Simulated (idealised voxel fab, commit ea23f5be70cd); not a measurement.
Documented hereafter: the process module known as voxel transistor to metal.
Section shown: cut. Width: 285 nm. Cell size: 5 nm, square.
In what follows, cross-sections appear as grids of square cells, described through bands that run from the top down, where every band is one or more rows of cells. Quick guide to a band line: top height, bottom height (nm) up front; then every material left to right with its width in nm. Only one material and it's marked "edge to edge"? Then it fills the band edge to edge. And "air" just means empty space. Ref level 0: as-received wafer is one material below here. Bottom band extends down with no lower bound ("top 0, no bottom"). A width given as "30..40" starts at the first number in the band's top row and ends at the second number in its bottom row, shifting by an equal amount at every step from row to row. You'll sometimes find "left unchanged" written for a step, and that's the way of saying that nowhere in the cross-section did a cell change during that step. Empty spaces without an open route to the top, at least 8 cells in extent, make up the entry "Closed void roster"; each is given as width x height at distance, where the distance is measured from the left edge, and all are in nm. Post-settings text on a step line: simulator's own remark regarding the step. Among the settings permitted on a step's line is "overlay nm"; applied to a step with a mask, it specifies the extent to which the mask lay to the right of its planned position, whereas a negative figure signifies a position to the left.
### The following list gives the planned process steps
1) op RECEIVE | material Si
2) op OXIDIZE | depth nm 5
3) op CONFORMAL_DEP | material SiN | thk nm 10
4) op PATTERN | tone cover | mask id ACTIVE | material resist | width nm 100 | pitch nm 125 | thk nm 20 | overlay nm 0
5) op DIRECTIONAL_ETCH | etch materials SiN | depth nm 10
6) op DIRECTIONAL_ETCH | etch materials SiO2 | depth nm 5
7) op DIRECTIONAL_ETCH | etch materials Si | depth nm 25
8) op STRIP | etch materials resist
9) op FILL_DEP | material SiO2 | thk nm 10
10) op CMP | height nm 10
11) op SELECTIVE_ETCH | etch materials SiO2 | depth nm 5
12) op STRIP | etch materials SiN
13) op SELECTIVE_ETCH | etch materials SiO2 | depth nm 5
14) op OXIDIZE | depth nm 5
15) op DIRECTIONAL_DEP | material polySi | thk nm 25
16) op DIRECTIONAL_DEP | material SiCN | thk nm 10
17) op DIRECTIONAL_DEP | material aC | thk nm 10
18) op PATTERN | tone cover | mask id GATE | material resist | width nm 20 | pitch nm 125 | thk nm 30 | overlay nm 0
19) op DIRECTIONAL_ETCH | etch materials aC | depth nm 10
20) op STRIP | etch materials resist
21) op DIRECTIONAL_ETCH | etch materials SiCN | depth nm 20
22) op DIRECTIONAL_ETCH | etch materials polySi | depth nm 35
23) op STRIP | etch materials aC
24) op CONFORMAL_DEP | material SiN | thk nm 10
25) op DIRECTIONAL_ETCH | etch materials SiN | depth nm 10
26) op DIRECTIONAL_ETCH | etch materials SiO2 | depth nm 5
27) op EPI | material SiGe | thk nm 5
28) op FILL_DEP | material SiO2 | thk nm 10
29) op CMP | height nm 30
30) op DIRECTIONAL_DEP | material SiO2 | thk nm 15
31) op MASKED_ETCH | tone open | mask id CONTACT | width nm 30 | etch materials SiO2 | depth nm 50 | overlay nm 0
32) op CONFORMAL_DEP | material TiN | thk nm 5
33) op FILL_DEP | material W | thk nm 10
34) op CMP | height nm 45
35) op CONFORMAL_DEP | material SiCN | thk nm 5
36) op DIRECTIONAL_DEP | material lowk | thk nm 25
37) op MASKED_ETCH | tone open | mask id METAL_1 | width nm 15 | etch materials lowk | depth nm 25 | overlay nm 0
38) op MASKED_ETCH | tone open | mask id METAL_1 | width nm 15 | etch materials SiCN | depth nm 5 | overlay nm 0
39) op CONFORMAL_DEP | material TiN | thk nm 5
40) op FILL_DEP | material Ru | thk nm 10
41) op CMP | height nm 75
42) op EPI | material Ru | thk nm 5
43) op FILL_DEP | material SiCN | thk nm 5
### First of two wafers: run as planned
### Cross-section of the wafer as it came to us, i.e., already through step 1
    top 0, no bottom = Si edge to edge
    Closed void roster: none
### After step 2, in cross-section
    top 0, bottom -5 = SiO2 edge to edge
    below -5: unchanged
### After step 3, in cross-section
    top 10, bottom 0 = SiN edge to edge
    below 0: unchanged
### After step 4, in cross-section
    top 30, bottom 10 = 30 air; 100 resist; 25 air; 100 resist; 30 air
    below 10: unchanged
### After step 5, in cross-section
    top 30, bottom 10 = 30 air; 100 resist; 25 air; 100 resist; 30 air
    top 10, bottom 0 = 30 air; 100 SiN; 25 air; 100 SiN; 30 air
    below 0: unchanged
### After step 6, in cross-section
    top 30, bottom 10 = 30 air; 100 resist; 25 air; 100 resist; 30 air
    top 10, bottom 0 = 30 air; 100 SiN; 25 air; 100 SiN; 30 air
    top 0, bottom -5 = 30 air; 100 SiO2; 25 air; 100 SiO2; 30 air
    below -5: unchanged
### After step 7, in cross-section
    top 30, bottom 10 = 30 air; 100 resist; 25 air; 100 resist; 30 air
    top 10, bottom 0 = 30 air; 100 SiN; 25 air; 100 SiN; 30 air
    top 0, bottom -5 = 30 air; 100 SiO2; 25 air; 100 SiO2; 30 air
    top -5, bottom -30 = 30 air; 100 Si; 25 air; 100 Si; 30 air
    below -30: unchanged
### After step 8, in cross-section
    top 10, bottom 0 = 30 air; 100 SiN; 25 air; 100 SiN; 30 air
    below 0: unchanged
### After step 9, in cross-section
    top 20, bottom 10 = SiO2 edge to edge
    top 10, bottom 0 = 30 SiO2; 100 SiN; 25 SiO2; 100 SiN; 30 SiO2
    top 0, bottom -5 = SiO2 edge to edge
    top -5, bottom -30 = 30 SiO2; 100 Si; 25 SiO2; 100 Si; 30 SiO2
    below -30: unchanged
### After step 10, in cross-section
    top 10, bottom 0 = 30 SiO2; 100 SiN; 25 SiO2; 100 SiN; 30 SiO2
    below 0: unchanged
### After step 11, in cross-section
    top 10, bottom 5 = 30 air; 100 SiN; 25 air; 100 SiN; 30 air
    below 5: unchanged
### After step 12, in cross-section
    top 5, bottom 0 = 30 SiO2; 100 air; 25 SiO2; 100 air; 30 SiO2
    below 0: unchanged
### After step 13, in cross-section
    top 0, bottom -5 = 25 SiO2; 110 air; 15 SiO2; 110 air; 25 SiO2
    below -5: unchanged
### After step 14, in cross-section
    top 0, bottom -5 = 25 SiO2; 110 air; 15 SiO2; 110 air; 25 SiO2
    top -5, bottom -10 = SiO2 edge to edge
    below -10: unchanged
### After step 15, in cross-section
    top 25, bottom 20 = 25 polySi; 110 air; 15 polySi; 110 air; 25 polySi
    top 20, bottom 0 = polySi edge to edge
    top 0, bottom -5 = 25 SiO2; 110 polySi; 15 SiO2; 110 polySi; 25 SiO2
    below -5: unchanged
### After step 16, in cross-section
    top 35, bottom 30 = 25 SiCN; 110 air; 15 SiCN; 110 air; 25 SiCN
    top 30, bottom 25 = SiCN edge to edge
    top 25, bottom 20 = 25 polySi; 110 SiCN; 15 polySi; 110 SiCN; 25 polySi
    below 20: unchanged
### After step 17, in cross-section
    top 45, bottom 40 = 25 aC; 110 air; 15 aC; 110 air; 25 aC
    top 40, bottom 35 = aC edge to edge
    top 35, bottom 30 = 25 SiCN; 110 aC; 15 SiCN; 110 aC; 25 SiCN
    below 30: unchanged
### After step 18, in cross-section
    top 75, bottom 45 = 70 air; 20 resist; 105 air; 20 resist; 70 air
    top 45, bottom 40 = 25 aC; 45 air; 20 resist; 45 air; 15 aC; 45 air; 20 resist; 45 air; 25 aC
    below 40: unchanged
### After step 19, in cross-section
    top 65, bottom 40 = 70 air; 20 resist; 105 air; 20 resist; 70 air
    top 40, bottom 35 = 70 air; 20 aC; 105 air; 20 aC; 70 air
    top 35, bottom 30 = 25 SiCN; 45 air; 20 aC; 45 air; 15 SiCN; 45 air; 20 aC; 45 air; 25 SiCN
    below 30: unchanged
### After step 20, in cross-section
    top 40, bottom 35 = 70 air; 20 aC; 105 air; 20 aC; 70 air
    below 35: unchanged
### After step 21, in cross-section
    top 40, bottom 30 = 70 air; 20 aC; 105 air; 20 aC; 70 air
    top 30, bottom 25 = 70 air; 20 SiCN; 105 air; 20 SiCN; 70 air
    top 25, bottom 20 = 25 polySi; 45 air; 20 SiCN; 45 air; 15 polySi; 45 air; 20 SiCN; 45 air; 25 polySi
    below 20: unchanged
### After step 22, in cross-section
    top 40, bottom 30 = 70 air; 20 aC; 105 air; 20 aC; 70 air
    top 30, bottom 20 = 70 air; 20 SiCN; 105 air; 20 SiCN; 70 air
    top 20, bottom 0 = 70 air; 20 polySi; 105 air; 20 polySi; 70 air
    top 0, bottom -5 = 25 SiO2; 45 air; 20 polySi; 45 air; 15 SiO2; 45 air; 20 polySi; 45 air; 25 SiO2
    below -5: unchanged
### After step 23, in cross-section
    top 30, bottom 20 = 70 air; 20 SiCN; 105 air; 20 SiCN; 70 air
    below 20: unchanged
### After step 24, in cross-section
    top 40, bottom 30 = 60 air; 40 SiN; 85 air; 40 SiN; 60 air
    top 30, bottom 20 = 60 air; 10 SiN; 20 SiCN; 10 SiN; 85 air; 10 SiN; 20 SiCN; 10 SiN; 60 air
    top 20, bottom 10 = 60 air; 10 SiN; 20 polySi; 10 SiN; 85 air; 10 SiN; 20 polySi; 10 SiN; 60 air
    top 10, bottom 5 = 35 SiN; 25 air; 10 SiN; 20 polySi; 10 SiN; 25 air; 35 SiN; 25 air; 10 SiN; 20 polySi; 10 SiN; 25 air; 35 SiN
    top 5, bottom 0 = 70 SiN; 20 polySi; 105 SiN; 20 polySi; 70 SiN
    top 0, bottom -5 = 25 SiO2; 45 SiN; 20 polySi; 45 SiN; 15 SiO2; 45 SiN; 20 polySi; 45 SiN; 25 SiO2
    below -5: unchanged
### After step 25, in cross-section
    top 30, bottom 20 = 60 air; 10 SiN; 20 SiCN; 10 SiN; 85 air; 10 SiN; 20 SiCN; 10 SiN; 60 air
    top 20, bottom 0 = 60 air; 10 SiN; 20 polySi; 10 SiN; 85 air; 10 SiN; 20 polySi; 10 SiN; 60 air
    top 0, bottom -5 = 25 SiO2; 10 SiN; 25 air; 10 SiN; 20 polySi; 10 SiN; 25 air; 10 SiN; 15 SiO2; 10 SiN; 25 air; 10 SiN; 20 polySi; 10 SiN; 25 air; 10 SiN; 25 SiO2
    below -5: unchanged
### After step 26, in cross-section
    top 30, bottom 20 = 60 air; 10 SiN; 20 SiCN; 10 SiN; 85 air; 10 SiN; 20 SiCN; 10 SiN; 60 air
    top 20, bottom 0 = 60 air; 10 SiN; 20 polySi; 10 SiN; 85 air; 10 SiN; 20 polySi; 10 SiN; 60 air
    top 0, bottom -5 = 25 air; 10 SiN; 25 air; 10 SiN; 20 polySi; 10 SiN; 25 air; 10 SiN; 15 air; 10 SiN; 25 air; 10 SiN; 20 polySi; 10 SiN; 25 air; 10 SiN; 25 air
    top -5, bottom -10 = 35 SiO2; 25 air; 40 SiO2; 25 air; 35 SiO2; 25 air; 40 SiO2; 25 air; 35 SiO2
    below -10: unchanged
### After step 27, in cross-section
    top 30, bottom 20 = 60 air; 10 SiN; 20 SiCN; 10 SiN; 85 air; 10 SiN; 20 SiCN; 10 SiN; 60 air
    top 20, bottom 0 = 60 air; 10 SiN; 20 polySi; 10 SiN; 85 air; 10 SiN; 20 polySi; 10 SiN; 60 air
    top 0, bottom -5 = 25 air; 10 SiN; 25 air; 10 SiN; 20 polySi; 10 SiN; 25 air; 10 SiN; 15 air; 10 SiN; 25 air; 10 SiN; 20 polySi; 10 SiN; 25 air; 10 SiN; 25 air
    top -5, bottom -10 = 35 SiO2; 25 SiGe; 40 SiO2; 25 SiGe; 35 SiO2; 25 SiGe; 40 SiO2; 25 SiGe; 35 SiO2
    below -10: unchanged
### After step 28, in cross-section
    top 40, bottom 30 = SiO2 edge to edge
    top 30, bottom 20 = 60 SiO2; 10 SiN; 20 SiCN; 10 SiN; 85 SiO2; 10 SiN; 20 SiCN; 10 SiN; 60 SiO2
    top 20, bottom 0 = 60 SiO2; 10 SiN; 20 polySi; 10 SiN; 85 SiO2; 10 SiN; 20 polySi; 10 SiN; 60 SiO2
    top 0, bottom -5 = 25 SiO2; 10 SiN; 25 SiO2; 10 SiN; 20 polySi; 10 SiN; 25 SiO2; 10 SiN; 15 SiO2; 10 SiN; 25 SiO2; 10 SiN; 20 polySi; 10 SiN; 25 SiO2; 10 SiN; 25 SiO2
    below -5: unchanged
### After step 29, in cross-section
    top 30, bottom 20 = 60 SiO2; 10 SiN; 20 SiCN; 10 SiN; 85 SiO2; 10 SiN; 20 SiCN; 10 SiN; 60 SiO2
    below 20: unchanged
### After step 30, in cross-section
    top 45, bottom 30 = SiO2 edge to edge
    below 30: unchanged
### After step 31, in cross-section
    top 45, bottom 30 = 35 SiO2; 30 air; 30 SiO2; 30 air; 35 SiO2; 30 air; 30 SiO2; 30 air; 35 SiO2
    top 30, bottom 20 = 35 SiO2; 25 air; 10 SiN; 20 SiCN; 10 SiN; 25 air; 35 SiO2; 25 air; 10 SiN; 20 SiCN; 10 SiN; 25 air; 35 SiO2
    top 20, bottom 0 = 35 SiO2; 25 air; 10 SiN; 20 polySi; 10 SiN; 25 air; 35 SiO2; 25 air; 10 SiN; 20 polySi; 10 SiN; 25 air; 35 SiO2
    top 0, bottom -5 = 25 SiO2; 10 SiN; 25 air; 10 SiN; 20 polySi; 10 SiN; 25 air; 10 SiN; 15 SiO2; 10 SiN; 25 air; 10 SiN; 20 polySi; 10 SiN; 25 air; 10 SiN; 25 SiO2
    below -5: unchanged
### After step 32, in cross-section
    top 50, bottom 45 = 40 TiN; 20 air; 40 TiN; 20 air; 45 TiN; 20 air; 40 TiN; 20 air; 40 TiN
    top 45, bottom 35 = 35 SiO2; 5 TiN; 20 air; 5 TiN; 30 SiO2; 5 TiN; 20 air; 5 TiN; 35 SiO2; 5 TiN; 20 air; 5 TiN; 30 SiO2; 5 TiN; 20 air; 5 TiN; 35 SiO2
    top 35, bottom 30 = 35 SiO2; 5 TiN; 15 air; 10 TiN; 30 SiO2; 10 TiN; 15 air; 5 TiN; 35 SiO2; 5 TiN; 15 air; 10 TiN; 30 SiO2; 10 TiN; 15 air; 5 TiN; 35 SiO2
    top 30, bottom 20 = 35 SiO2; 5 TiN; 15 air; 5 TiN; 10 SiN; 20 SiCN; 10 SiN; 5 TiN; 15 air; 5 TiN; 35 SiO2; 5 TiN; 15 air; 5 TiN; 10 SiN; 20 SiCN; 10 SiN; 5 TiN; 15 air; 5 TiN; 35 SiO2
    top 20, bottom 0 = 35 SiO2; 5 TiN; 15 air; 5 TiN; 10 SiN; 20 polySi; 10 SiN; 5 TiN; 15 air; 5 TiN; 35 SiO2; 5 TiN; 15 air; 5 TiN; 10 SiN; 20 polySi; 10 SiN; 5 TiN; 15 air; 5 TiN; 35 SiO2
    top 0, bottom -5 = 25 SiO2; 10 SiN; 25 TiN; 10 SiN; 20 polySi; 10 SiN; 25 TiN; 10 SiN; 15 SiO2; 10 SiN; 25 TiN; 10 SiN; 20 polySi; 10 SiN; 25 TiN; 10 SiN; 25 SiO2
    below -5: unchanged
### After step 33, in cross-section
    top 60, bottom 50 = W edge to edge
    top 50, bottom 45 = 40 TiN; 20 W; 40 TiN; 20 W; 45 TiN; 20 W; 40 TiN; 20 W; 40 TiN
    top 45, bottom 35 = 35 SiO2; 5 TiN; 20 W; 5 TiN; 30 SiO2; 5 TiN; 20 W; 5 TiN; 35 SiO2; 5 TiN; 20 W; 5 TiN; 30 SiO2; 5 TiN; 20 W; 5 TiN; 35 SiO2
    top 35, bottom 30 = 35 SiO2; 5 TiN; 15 W; 10 TiN; 30 SiO2; 10 TiN; 15 W; 5 TiN; 35 SiO2; 5 TiN; 15 W; 10 TiN; 30 SiO2; 10 TiN; 15 W; 5 TiN; 35 SiO2
    top 30, bottom 20 = 35 SiO2; 5 TiN; 15 W; 5 TiN; 10 SiN; 20 SiCN; 10 SiN; 5 TiN; 15 W; 5 TiN; 35 SiO2; 5 TiN; 15 W; 5 TiN; 10 SiN; 20 SiCN; 10 SiN; 5 TiN; 15 W; 5 TiN; 35 SiO2
    top 20, bottom 0 = 35 SiO2; 5 TiN; 15 W; 5 TiN; 10 SiN; 20 polySi; 10 SiN; 5 TiN; 15 W; 5 TiN; 35 SiO2; 5 TiN; 15 W; 5 TiN; 10 SiN; 20 polySi; 10 SiN; 5 TiN; 15 W; 5 TiN; 35 SiO2
    below 0: unchanged
### After step 34, in cross-section
    top 45, bottom 35 = 35 SiO2; 5 TiN; 20 W; 5 TiN; 30 SiO2; 5 TiN; 20 W; 5 TiN; 35 SiO2; 5 TiN; 20 W; 5 TiN; 30 SiO2; 5 TiN; 20 W; 5 TiN; 35 SiO2
    below 35: unchanged
### After step 35, in cross-section
    top 50, bottom 45 = SiCN edge to edge
    below 45: unchanged
### After step 36, in cross-section
    top 75, bottom 50 = lowk edge to edge
    below 50: unchanged
### After step 37, in cross-section
    top 75, bottom 50 = 35 lowk; 15 air; 60 lowk; 15 air; 35 lowk; 15 air; 60 lowk; 15 air; 35 lowk
    below 50: unchanged
### After step 38, in cross-section
    top 75, bottom 50 = 35 lowk; 15 air; 60 lowk; 15 air; 35 lowk; 15 air; 60 lowk; 15 air; 35 lowk
    top 50, bottom 45 = 35 SiCN; 15 air; 60 SiCN; 15 air; 35 SiCN; 15 air; 60 SiCN; 15 air; 35 SiCN
    below 45: unchanged
### After step 39, in cross-section
    top 80, bottom 75 = 40 TiN; 5 air; 70 TiN; 5 air; 45 TiN; 5 air; 70 TiN; 5 air; 40 TiN
    top 75, bottom 50 = 35 lowk; 5 TiN; 5 air; 5 TiN; 60 lowk; 5 TiN; 5 air; 5 TiN; 35 lowk; 5 TiN; 5 air; 5 TiN; 60 lowk; 5 TiN; 5 air; 5 TiN; 35 lowk
    top 50, bottom 45 = 35 SiCN; 15 TiN; 60 SiCN; 15 TiN; 35 SiCN; 15 TiN; 60 SiCN; 15 TiN; 35 SiCN
    below 45: unchanged
### After step 40, in cross-section
    top 90, bottom 80 = Ru edge to edge
    top 80, bottom 75 = 40 TiN; 5 Ru; 70 TiN; 5 Ru; 45 TiN; 5 Ru; 70 TiN; 5 Ru; 40 TiN
    top 75, bottom 50 = 35 lowk; 5 TiN; 5 Ru; 5 TiN; 60 lowk; 5 TiN; 5 Ru; 5 TiN; 35 lowk; 5 TiN; 5 Ru; 5 TiN; 60 lowk; 5 TiN; 5 Ru; 5 TiN; 35 lowk
    below 50: unchanged
### After step 41, in cross-section
    top 75, bottom 50 = 35 lowk; 5 TiN; 5 Ru; 5 TiN; 60 lowk; 5 TiN; 5 Ru; 5 TiN; 35 lowk; 5 TiN; 5 Ru; 5 TiN; 60 lowk; 5 TiN; 5 Ru; 5 TiN; 35 lowk
    below 50: unchanged
### After step 42, in cross-section
    top 80, bottom 75 = 30 air; 25 Ru; 50 air; 25 Ru; 25 air; 25 Ru; 50 air; 25 Ru; 30 air
    below 75: unchanged
### After step 43, in cross-section
    top 85, bottom 80 = SiCN edge to edge
    top 80, bottom 75 = 30 SiCN; 25 Ru; 50 SiCN; 25 Ru; 25 SiCN; 25 Ru; 50 SiCN; 25 Ru; 30 SiCN
    below 75: unchanged
### Wafer two: like wafer one in start and plan, but with one mistake in execution; identical up to and including step 34
### when step 35 should have ended
    top 50, bottom 45 = SiO2 edge to edge
    below 45: unchanged
### when step 36 should have ended
    top 75, bottom 50 = lowk edge to edge
    below 50: unchanged
### when step 37 should have ended
    top 75, bottom 50 = 35 lowk; 15 air; 60 lowk; 15 air; 35 lowk; 15 air; 60 lowk; 15 air; 35 lowk
    below 50: unchanged
when step 38 should have ended: left unchanged
### when step 39 should have ended
    top 80, bottom 75 = 40 TiN; 5 air; 70 TiN; 5 air; 45 TiN; 5 air; 70 TiN; 5 air; 40 TiN
    top 75, bottom 55 = 35 lowk; 5 TiN; 5 air; 5 TiN; 60 lowk; 5 TiN; 5 air; 5 TiN; 35 lowk; 5 TiN; 5 air; 5 TiN; 60 lowk; 5 TiN; 5 air; 5 TiN; 35 lowk
    top 55, bottom 50 = 35 lowk; 15 TiN; 60 lowk; 15 TiN; 35 lowk; 15 TiN; 60 lowk; 15 TiN; 35 lowk
    below 50: unchanged
### when step 40 should have ended
    top 90, bottom 80 = Ru edge to edge
    top 80, bottom 75 = 40 TiN; 5 Ru; 70 TiN; 5 Ru; 45 TiN; 5 Ru; 70 TiN; 5 Ru; 40 TiN
    top 75, bottom 55 = 35 lowk; 5 TiN; 5 Ru; 5 TiN; 60 lowk; 5 TiN; 5 Ru; 5 TiN; 35 lowk; 5 TiN; 5 Ru; 5 TiN; 60 lowk; 5 TiN; 5 Ru; 5 TiN; 35 lowk
    below 55: unchanged
### when step 41 should have ended
    top 75, bottom 55 = 35 lowk; 5 TiN; 5 Ru; 5 TiN; 60 lowk; 5 TiN; 5 Ru; 5 TiN; 35 lowk; 5 TiN; 5 Ru; 5 TiN; 60 lowk; 5 TiN; 5 Ru; 5 TiN; 35 lowk
    below 55: unchanged
### when step 42 should have ended
    top 80, bottom 75 = 30 air; 25 Ru; 50 air; 25 Ru; 25 air; 25 Ru; 50 air; 25 Ru; 30 air
    below 75: unchanged
### when step 43 should have ended
    top 85, bottom 80 = SiCN edge to edge
    top 80, bottom 75 = 30 SiCN; 25 Ru; 50 SiCN; 25 Ru; 25 SiCN; 25 Ru; 50 SiCN; 25 Ru; 30 SiCN
    below 75: unchanged
Deviation noted in wafer processing: step 35 was run on a setting that differed from the plan, and what really ran there is op CONFORMAL_DEP | material SiO2 | thk nm 5
Final comparison by cell count, materials where the second wafer has more or fewer than the first: 4 fewer of Ru, 45 fewer of SiCN, 57 more of SiO2, 8 fewer of TiN
